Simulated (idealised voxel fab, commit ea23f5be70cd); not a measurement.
The process module presented herein is designated voxel transistor to metal.
The width of the displayed cross-section, cut, is 150 nm; its cells are square, with a size of 5 nm.
If you're reading a cross-section in this doc, picture square cells in a grid; it comes to you as bands, top ones listed first down to the bottom, and a band can be one or more rows of cells.
First you get the band's top height and its bottom height, in nm, and then the materials it's made of, left to right, with each width in nm. If you see a single material with "full width", that one covers the band edge to edge. "air" is empty space.
Where do heights start? At 0: under that level the wafer as delivered is made of one material only. And the lowest band has no floor; it just carries on downward, as in "0 down".
It should be noted that a width expressed as "30..40" varies in equal increments from row to row of cells within the band, taking the value of the first number at the top row and that of the second number at the bottom row.
Reading "no change occurred" for a step: not a cell of the cross-section changed in it.
"Completely enclosed voids" lists enclosed empty spaces (at least 8 cells, no open path upward to the top), each as width x height at distance from the left edge, in nm.
What comes after the settings on a step's line is commentary from the simulator itself on that step.
For masked steps, "overlay nm" on the step line gives how far right of plan the mask actually lay; a minus sign means it lay to the left.

Process steps (planned):
1. op RECEIVE | material Si
2. op OXIDIZE | depth nm 5
3. op CONFORMAL_DEP | material SiN | thk nm 15
4. op DIRECTIONAL_DEP | material aC | thk nm 15
5. op PATTERN | tone cover | mask id ACTIVE | material resist | width nm 95 | thk nm 30 | overlay nm 0
6. op DIRECTIONAL_ETCH | etch materials aC | depth nm 15
7. op STRIP | etch materials resist
8. op DIRECTIONAL_ETCH | etch materials SiN | depth nm 15
9. op DIRECTIONAL_ETCH | etch materials SiO2 | depth nm 5
10. op DIRECTIONAL_ETCH | etch materials Si | depth nm 35
11. op STRIP | etch materials aC
12. op OXIDIZE | depth nm 5
13. op FILL_DEP | material SiO2 | thk nm 5
14. op CMP | height nm 15
15. op SELECTIVE_ETCH | etch materials SiO2 | depth nm 5
16. op STRIP | etch materials SiN
17. op SELECTIVE_ETCH | etch materials SiO2 | depth nm 5
18. op OXIDIZE | depth nm 5
19. op DIRECTIONAL_DEP | material polySi | thk nm 25
20. op DIRECTIONAL_DEP | material SiCN | thk nm 15
21. op DIRECTIONAL_DEP | material aC | thk nm 10
22. op PATTERN | tone cover | mask id GATE | material resist | width nm 15 | thk nm 30 | overlay nm 0
23. op DIRECTIONAL_ETCH | etch materials aC | depth nm 10
24. op STRIP | etch materials resist
25. op DIRECTIONAL_ETCH | etch materials SiCN | depth nm 25
26. op DIRECTIONAL_ETCH | etch materials polySi | depth nm 35
27. op STRIP | etch materials aC
28. op CONFORMAL_DEP | material SiO2 | thk nm 5
29. op DIRECTIONAL_ETCH | etch materials SiO2 | depth nm 5
30. op CONFORMAL_DEP | material SiN | thk nm 10
31. op DIRECTIONAL_ETCH | etch materials SiN | depth nm 10
32. op DIRECTIONAL_ETCH | etch materials SiO2 | depth nm 5
33. op EPI | material SiGe | thk nm 5
34. op FILL_DEP | material SiO2 | thk nm 10
35. op CMP | height nm 35
36. op DIRECTIONAL_DEP | material SiO2 | thk nm 15
37. op MASKED_ETCH | tone open | mask id CONTACT | width nm 30 | pitch nm 55 | etch materials SiO2 | depth nm 55 | overlay nm 0
38. op CONFORMAL_DEP | material TiN | thk nm 5
39. op FILL_DEP | material W | thk nm 5
40. op CMP | height nm 50
41. op CONFORMAL_DEP | material SiN | thk nm 5
42. op DIRECTIONAL_DEP | material lowk | thk nm 15
43. op MASKED_ETCH | tone open | mask id METAL_1 | width nm 15 | pitch nm 70 | etch materials lowk | depth nm 15 | overlay nm 0
44. op MASKED_ETCH | tone open | mask id METAL_1 | width nm 15 | pitch nm 70 | etch materials SiN | depth nm 5 | overlay nm 0
45. op CONFORMAL_DEP | material TiN | thk nm 5
46. op FILL_DEP | material Cu | thk nm 5
47. op CMP | height nm 70
48. op CONFORMAL_DEP | material SiCN | thk nm 5

as received, after step 1:
	0 down | Si full width
	Completely enclosed voids: none

The following cross-section depicts the wafer upon conclusion of the module. Processing commenced from the starting condition illustrated above and adhered to the plan illustrated above, save for one mistake in execution:
	75 to 70 | SiCN full width
	70 to 55 | 30 of lowk | 5 of TiN | 5 of Cu | 5 of TiN | 55 of lowk | 5 of TiN | 5 of Cu | 5 of TiN | 35 of lowk
	55 to 50 | 30 of SiN | 15 of TiN | 55 of SiN | 15 of TiN | 35 of SiN
	50 to 40 | 30 of SiO2 | 5 of TiN | 20 of W | 5 of TiN | 25 of SiO2 | 5 of TiN | 20 of W | 5 of TiN | 35 of SiO2
	40 to 35 | 30 of SiO2 | 5 of TiN | 10 of W | 15 of TiN | 25 of SiO2 | 15 of TiN | 10 of W | 5 of TiN | 35 of SiO2
	35 to 20 | 30 of SiO2 | 5 of TiN | 10 of W | 5 of TiN | 10 of SiN | 5 of SiO2 | 15 of polySi | 5 of SiO2 | 10 of SiN | 5 of TiN | 10 of W | 5 of TiN | 35 of SiO2
	20 to 15 | 30 of SiO2 | 20 of TiN | 10 of SiN | 5 of SiO2 | 15 of polySi | 5 of SiO2 | 10 of SiN | 20 of TiN | 35 of SiO2
	15 to 0 | lowk full width
	0 to -5 | SiO2 full width
	-5 down | Si full width
	Completely enclosed voids: none
what went wrong: step 3 deviated from plan and actually ran as op CONFORMAL_DEP | material lowk | thk nm 15
